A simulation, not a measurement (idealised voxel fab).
Process module heading - voxel self aligned contacts
The width of the displayed cross-section, cut, is 225 nm; its cells are square, with a size of 5 nm.
The cross-sections in this document take the form of a grid made of square cells. They are written out as bands, in order from top to bottom. Each band consists of one or more rows of cells.
Heights first: top, then bottom, in nm. Then materials, left to right, each with a width in nm. "throughout" on a single material: fills the band edge to edge. "empty": empty space.
Heights are reckoned from 0. Under this level, the received wafer is all of one material. The bottommost band is open-ended downward, for example "0 down".
The notation "30->40" denotes a width that varies across the rows of cells in the band, beginning at the first number in the top row, finishing at the second number in the bottom row, and changing by an identical amount from each row to the next.
You'll sometimes find "same as before" written for a step, and that's the way of saying that nowhere in the cross-section did a cell change during that step.
Listed in "Unvented internal voids": every empty space of 8 or more cells without an open way to the top. Form: width x height at distance, the distance being from the left edge, all in nm.
Text after the settings on a step's line: the simulator's own remark on that step.
overlay nm, on a step with a mask: how far to the right of its planned place the mask lay; to the left if negative

Planned process steps:
1) RECEIVE, material Si
2) OXIDIZE, depth nm 5
3) DIRECTIONAL_DEP, material polySi, thk nm 25
4) DIRECTIONAL_DEP, material SiN, thk nm 20
5) DIRECTIONAL_DEP, material aC, thk nm 10
6) PATTERN, tone cover, mask id GATE, material resist, width nm 35, pitch nm 80, thk nm 25, overlay nm 0
7) DIRECTIONAL_ETCH, etch materials aC, depth nm 10
8) STRIP, etch materials resist
9) DIRECTIONAL_ETCH, etch materials SiN, depth nm 25
10) DIRECTIONAL_ETCH, etch materials polySi, depth nm 25
11) STRIP, etch materials aC
12) CONFORMAL_DEP, material SiN, thk nm 10
13) DIRECTIONAL_ETCH, etch materials SiN, depth nm 10
14) FILL_DEP, material SiO2, thk nm 15
15) CMP, height nm 60
16) MASKED_ETCH, tone open, mask id CONTACT, width nm 65, pitch nm 80, etch materials SiO2, depth nm 65, overlay nm 0
17) CONFORMAL_DEP, material TiN, thk nm 5
18) FILL_DEP, material W, thk nm 10
19) CMP, height nm 60
20) CONFORMAL_DEP, material SiCN, thk nm 5
The plan's step 4 thk nm is the first wafer's value; the wafers differ in this setting and start identical.

As received, i.e. after step 1: cross-section through the first of several wafers:
> 0 down = Si throughout
> Unvented internal voids: none

Wafer rows, end of module: cells per material gained (+) or lost (-) since receipt; closed voids last:
thk nm 20; -45 Si; +45 SiCN; +192 SiN; +110 SiO2; +74 TiN; +104 W; +105 polySi; Unvented internal voids: none
thk nm 25; -45 Si; +45 SiCN; +225 SiN; +93 SiO2; +74 TiN; +88 W; +105 polySi; Unvented internal voids: none
thk nm 30; -45 Si; +45 SiCN; +210 SiN; +74 SiO2; +46 TiN; +30 W; +225 polySi; Unvented internal voids: none
thk nm 35; -45 Si; +45 SiCN; +255 SiN; +55 SiO2; +26 TiN; +24 W; +225 polySi; Unvented internal voids: none
thk nm 40; -45 Si; +45 SiCN; +267 SiN; +53 SiO2; +22 TiN; +18 W; +225 polySi; Unvented internal voids: none
